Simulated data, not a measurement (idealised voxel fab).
The following process module bears the name voxel double patterning.
Pictured: cross-section cut, 210 nm wide, on a grid of 5 nm square cells.
Throughout this document, each cross-section is represented as a grid of square cells and is presented as a sequence of bands enumerated from the top downward, where a band comprises one or more rows of cells. This entry defines a band. It first specifies the height of the band's top and the height of its bottom in nm, and then specifies the band's materials from left to right, stating each material with its width in nm. The word "edge to edge" identifies a single material that fills the band from edge to edge, while the word "empty" identifies empty space. The reference from which all heights are counted is 0, the level beneath which the as-received wafer is entirely one material; the lowest band, having no lower bound, proceeds downward and is written after the example "top 0, no bottom". So if you see something like "30->40" for the width, read it as the top row of the band sitting at the first number and the bottom row at the second, with every row in between moving by the same amount as the last. Reading "nothing was modified" for a step: not a cell of the cross-section changed in it. The entry titled "Catalogued sealed voids" provides the empty spaces that have no open way to the top, restricted to those of 8 cells or more. Each is presented as width x height at distance, the distance being measured from the left edge, with all three in nm. Where a step's line continues beyond its settings, the continuation is a remark by the simulator itself on that step. A step line may carry the setting "overlay nm", which, for steps involving a mask, states the distance by which the mask lay to the right of its intended position; negative values denote displacement to the left.

[Process steps - plan]
step 1: RECEIVE [material Si]
step 2: CONFORMAL_DEP [material SiO2] [thk nm 5]
step 3: DIRECTIONAL_DEP [material polySi] [thk nm 15]
step 4: DIRECTIONAL_DEP [material SiN] [thk nm 10]
step 5: PATTERN [tone open] [mask id FIRST] [material resist] [width nm 15] [pitch nm 50] [thk nm 15] [overlay nm 0]
step 6: DIRECTIONAL_ETCH [etch materials SiN] [depth nm 10]
step 7: STRIP [etch materials resist]
step 8: MASKED_ETCH [tone open] [mask id SECOND] [width nm 15] [etch materials SiN] [depth nm 10] [overlay nm 0]
step 9: DIRECTIONAL_ETCH [etch materials polySi] [depth nm 15]
step 10: STRIP [etch materials SiN]

[Incoming wafer in cross-section (state: after step 1)]
* top 0, no bottom = Si edge to edge
* Catalogued sealed voids: none

[first wafer at the end, as planned]
* top 20, bottom 5 = polySi 70; empty 15; polySi 10; empty 15; polySi 10; empty 15; polySi 75
* top 5, bottom 0 = SiO2 edge to edge
* top 0, no bottom = Si edge to edge
* Catalogued sealed voids: none

[Here is the second of the two wafers cut open at the end of the module - same start, same plan as the first one, but we made one mistake running it]
* top 30, bottom 15 = polySi 70; empty 15; polySi 10; empty 15; polySi 10; empty 15; polySi 75
* top 15, bottom 5 = polySi edge to edge
* top 5, bottom 0 = SiO2 edge to edge
* top 0, no bottom = Si edge to edge
* Catalogued sealed voids: none
Deviation from plan: step 3 did not use the planned setting and instead ran as DIRECTIONAL_DEP [material polySi] [thk nm 25]
The final cell counts differ between the wafers, with the second having more or fewer of some materials than the first: polySi: 84 more
